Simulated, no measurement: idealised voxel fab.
The following process module bears the name voxel double patterning.
The width of the displayed cross-section, cut, is 170 nm; its cells are square, with a size of 5 nm.
We lay out every cross-section as a grid of square cells and spell it out in bands from the top down, where one band means one or more rows of cells. Per band: top height and bottom height in nm, followed by the left-to-right materials and their widths in nm; "edge to edge" marks a single material spanning edge to edge, "empty" marks empty space. Basically, 0 is our baseline, since under it the wafer straight out of the box is all one material. The bottom band has no lower end and keeps on going down, so it looks like "0..down". Width spec "30 to 40" -> top row of cells at first value, bottom row at second value, equal per-row change in between. Given "no modification" for a step, no cell of the cross-section differs between before and after that step. The entry "Unvented voids" lists the empty spaces that cover at least 8 cells and have no open path to the top. Each is written as width x height at distance, where the distance is measured from the left edge and all three values are in nm. On each step's line, the part that comes after the settings is the simulator's own comment on the step. The line of a step may include "overlay nm". On a step with a mask, this value is how far to the right of its planned place the mask lay. A negative value means the mask lay to the left.
-- plan
1. RECEIVE, material Si
2. CONFORMAL_DEP, material SiN, thk nm 10
3. DIRECTIONAL_DEP, material SiO2, thk nm 15
4. DIRECTIONAL_DEP, material SiCN, thk nm 5
5. PATTERN, tone open, mask id FIRST, material resist, width nm 15, pitch nm 50, thk nm 15, overlay nm 0
6. DIRECTIONAL_ETCH, etch materials SiCN, depth nm 5
7. STRIP, etch materials resist
8. DIRECTIONAL_DEP, material aC, thk nm 10
9. PATTERN, tone open, mask id SECOND, material resist, width nm 15, thk nm 30, overlay nm 0
10. DIRECTIONAL_ETCH, etch materials aC, depth nm 10
11. STRIP, etch materials resist
12. DIRECTIONAL_ETCH, etch materials SiCN, depth nm 5
13. STRIP, etch materials aC
14. DIRECTIONAL_ETCH, etch materials SiO2, depth nm 15
15. STRIP, etch materials SiCN
-- Delivered wafer in cross-section: state after step 1
> 0..down | Si edge to edge
> Unvented voids: none
-- Cross-section: first of two wafers, module finished, run according to plan
> 25..10 | 50 SiO2 | 15 empty | 10 SiO2 | 15 empty | 10 SiO2 | 15 empty | 55 SiO2
> 10..0 | SiN edge to edge
> 0..down | Si edge to edge
> Unvented voids: none
-- Cross-section of the latter of the two wafers at module completion. It had an identical start and an identical plan to the former; in running it, one mistake was made
> 35..20 | 50 SiO2 | 15 empty | 10 SiO2 | 15 empty | 10 SiO2 | 15 empty | 55 SiO2
> 20..10 | SiO2 edge to edge
> 10..0 | SiN edge to edge
> 0..down | Si edge to edge
> Unvented voids: none
Processing error: step 3 ran as: DIRECTIONAL_DEP, material SiO2, thk nm 25
Per the end-of-run cell counts, the second wafer holds more or fewer of some materials than the first: SiO2: 68 more
